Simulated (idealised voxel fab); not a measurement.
process module | voxel air gaps
Cross-section cut: width 220 nm, square cells of 5 nm.
How to read a cross-section here: the picture is a grid of square cells, written as bands going from the top down, and any band can span one or more rows of cells.
Look at the band entry: it leads with the top's height and the bottom's height in nm. Then it lists the materials left to right, with a width in nm for each. The word "all across" on a single material says that material fills the band edge to edge. The word "empty" is empty space.
Heights from 0 (as-received wafer is one material below). Bottom band endless downward, as "from 0 down".
A width given as "30..40" starts at the first number in the band's top row and ends at the second number in its bottom row, shifting by an equal amount at every step from row to row.
Given "identical to before" for a step, no cell of the cross-section differs between before and after that step.
If an empty space has no open way to the top and is at least 8 cells in size, "Fully closed voids" lists it, written width x height at distance, where distance is measured from the left edge and every value is in nm.
Anything after a step's settings on that line? It's the simulator's own note about the step.
The "overlay nm" setting may appear on a step's line; for a step that uses a mask, it gives how far to the right of its planned position the mask lay, and a negative value indicates the left.

BELOW IS THE LIST OF PLANNED PROCESS STEPS
1: RECEIVE, material Si
2: CONFORMAL_DEP, material SiO2, thk nm 10
3: CONFORMAL_DEP, material SiN, thk nm 5
4: DIRECTIONAL_DEP, material lowk, thk nm 35
5: DIRECTIONAL_DEP, material aC, thk nm 15
6: PATTERN, tone open, mask id LINES, material resist, width nm 25, pitch nm 50, thk nm 30, overlay nm 0
7: DIRECTIONAL_ETCH, etch materials aC, depth nm 15
8: STRIP, etch materials resist
9: DIRECTIONAL_ETCH, etch materials lowk, depth nm 35
10: STRIP, etch materials aC
11: CONFORMAL_DEP, material TiN, thk nm 5
12: FILL_DEP, material Ru, thk nm 5
13: CMP, height nm 50
14: EPI, material Ru, thk nm 10
15: SELECTIVE_ETCH, etch materials lowk, depth nm 45
16: CONFORMAL_DEP, material SiCN, thk nm 5

FIRST WAFER OUT OF TWO, PROCESSED AS PLANNED

AS-RECEIVED STATE OF THE WAFER IN CROSS-SECTION, EQUIVALENT TO POST-STEP 1
* from 0 down = Si all across
* Fully closed voids: none

YOU'RE LOOKING AT A CROSS-SECTION OF THE WAFER AFTER STEP 2
* from 10 to 0 = SiO2 all across
* Whatever lies below 0 is exactly as it was before.

YOU'RE LOOKING AT A CROSS-SECTION OF THE WAFER AFTER STEP 3
* from 15 to 10 = SiN all across
* Whatever lies below 10 is exactly as it was before.

YOU'RE LOOKING AT A CROSS-SECTION OF THE WAFER AFTER STEP 4
* from 50 to 15 = lowk all across
* Whatever lies below 15 is exactly as it was before.

YOU'RE LOOKING AT A CROSS-SECTION OF THE WAFER AFTER STEP 5
* from 65 to 50 = aC all across
* Whatever lies below 50 is exactly as it was before.

YOU'RE LOOKING AT A CROSS-SECTION OF THE WAFER AFTER STEP 6
* from 95 to 65 = resist 20  empty 25  resist 25  empty 25  resist 25  empty 25  resist 25  empty 25  resist 25
* Whatever lies below 65 is exactly as it was before.

YOU'RE LOOKING AT A CROSS-SECTION OF THE WAFER AFTER STEP 7
* from 80 to 65 = resist 20  empty 25  resist 25  empty 25  resist 25  empty 25  resist 25  empty 25  resist 25
* from 65 to 50 = aC 20  empty 25  aC 25  empty 25  aC 25  empty 25  aC 25  empty 25  aC 25
* Whatever lies below 50 is exactly as it was before.

YOU'RE LOOKING AT A CROSS-SECTION OF THE WAFER AFTER STEP 8
* from 65 to 50 = aC 20  empty 25  aC 25  empty 25  aC 25  empty 25  aC 25  empty 25  aC 25
* Whatever lies below 50 is exactly as it was before.

YOU'RE LOOKING AT A CROSS-SECTION OF THE WAFER AFTER STEP 9
* from 65 to 50 = aC 20  empty 25  aC 25  empty 25  aC 25  empty 25  aC 25  empty 25  aC 25
* from 50 to 15 = lowk 20  empty 25  lowk 25  empty 25  lowk 25  empty 25  lowk 25  empty 25  lowk 25
* Whatever lies below 15 is exactly as it was before.

YOU'RE LOOKING AT A CROSS-SECTION OF THE WAFER AFTER STEP 10
* from 50 to 15 = lowk 20  empty 25  lowk 25  empty 25  lowk 25  empty 25  lowk 25  empty 25  lowk 25
* Whatever lies below 15 is exactly as it was before.

YOU'RE LOOKING AT A CROSS-SECTION OF THE WAFER AFTER STEP 11
* from 55 to 50 = TiN 25  empty 15  TiN 35  empty 15  TiN 35  empty 15  TiN 35  empty 15  TiN 30
* from 50 to 20 = lowk 20  TiN 5  empty 15  TiN 5  lowk 25  TiN 5  empty 15  TiN 5  lowk 25  TiN 5  empty 15  TiN 5  lowk 25  TiN 5  empty 15  TiN 5  lowk 25
* from 20 to 15 = lowk 20  TiN 25  lowk 25  TiN 25  lowk 25  TiN 25  lowk 25  TiN 25  lowk 25
* Whatever lies below 15 is exactly as it was before.

YOU'RE LOOKING AT A CROSS-SECTION OF THE WAFER AFTER STEP 12
* from 60 to 55 = Ru all across
* from 55 to 50 = TiN 25  Ru 15  TiN 35  Ru 15  TiN 35  Ru 15  TiN 35  Ru 15  TiN 30
* from 50 to 20 = lowk 20  TiN 5  Ru 15  TiN 5  lowk 25  TiN 5  Ru 15  TiN 5  lowk 25  TiN 5  Ru 15  TiN 5  lowk 25  TiN 5  Ru 15  TiN 5  lowk 25
* Whatever lies below 20 is exactly as it was before.

YOU'RE LOOKING AT A CROSS-SECTION OF THE WAFER AFTER STEP 13
* from 50 to 20 = lowk 20  TiN 5  Ru 15  TiN 5  lowk 25  TiN 5  Ru 15  TiN 5  lowk 25  TiN 5  Ru 15  TiN 5  lowk 25  TiN 5  Ru 15  TiN 5  lowk 25
* Whatever lies below 20 is exactly as it was before.

YOU'RE LOOKING AT A CROSS-SECTION OF THE WAFER AFTER STEP 14
* from 60 to 50 = empty 10  Ru 45  empty 5  Ru 45  empty 5  Ru 45  empty 5  Ru 45  empty 15
* Whatever lies below 50 is exactly as it was before.

YOU'RE LOOKING AT A CROSS-SECTION OF THE WAFER AFTER STEP 15
* from 60 to 50 = empty 10  Ru 45  empty 5  Ru 45  empty 5  Ru 45  empty 5  Ru 45  empty 15
* from 50 to 20 = empty 20  TiN 5  Ru 15  TiN 5  empty 25  TiN 5  Ru 15  TiN 5  empty 25  TiN 5  Ru 15  TiN 5  empty 25  TiN 5  Ru 15  TiN 5  empty 25
* from 20 to 15 = empty 20  TiN 25  empty 25  TiN 25  empty 25  TiN 25  empty 25  TiN 25  empty 25
* Whatever lies below 15 is exactly as it was before.

YOU'RE LOOKING AT A CROSS-SECTION OF THE WAFER AFTER STEP 16
* from 65 to 60 = empty 5  SiCN 205  empty 10
* from 60 to 50 = empty 5  SiCN 5  Ru 45  SiCN 5  Ru 45  SiCN 5  Ru 45  SiCN 5  Ru 45  SiCN 5  empty 10
* from 50 to 45 = empty 5  SiCN 15  TiN 5  Ru 15  TiN 5  SiCN 25  TiN 5  Ru 15  TiN 5  SiCN 25  TiN 5  Ru 15  TiN 5  SiCN 25  TiN 5  Ru 15  TiN 5  SiCN 15  empty 10
* from 45 to 20 = empty 15  SiCN 5  TiN 5  Ru 15  TiN 5  SiCN 5  empty 15  SiCN 5  TiN 5  Ru 15  TiN 5  SiCN 5  empty 15  SiCN 5  TiN 5  Ru 15  TiN 5  SiCN 5  empty 15  SiCN 5  TiN 5  Ru 15  TiN 5  SiCN 5  empty 20
* from 20 to 15 = SiCN 20  TiN 25  SiCN 25  TiN 25  SiCN 25  TiN 25  SiCN 25  TiN 25  SiCN 25
* Whatever lies below 15 is exactly as it was before.
* Fully closed voids: 15 x 25 at 50; 15 x 25 at 100; 15 x 25 at 150

REGARDING THE SECOND OF THE TWO WAFERS: IT SHARED THE FIRST WAFER'S STARTING CONDITION AND PROCESS PLAN, YET ONE ERROR OCCURRED DURING ITS EXECUTION. ITS HISTORY COINCIDES WITH THAT OF THE FIRST WAFER UP TO AND INCLUDING STEP 15

Cross-sectional representation of the second wafer at the time designated in the plan for the completion of step 16: identical to before
Processing error: step 16 of the plan never got run, it was skipped over
Final tally in cells, some materials are higher or lower on the second wafer than on the first: SiCN: 136 fewer
So at the end we're looking at 3 closed voids on the first wafer and 0 on the second.
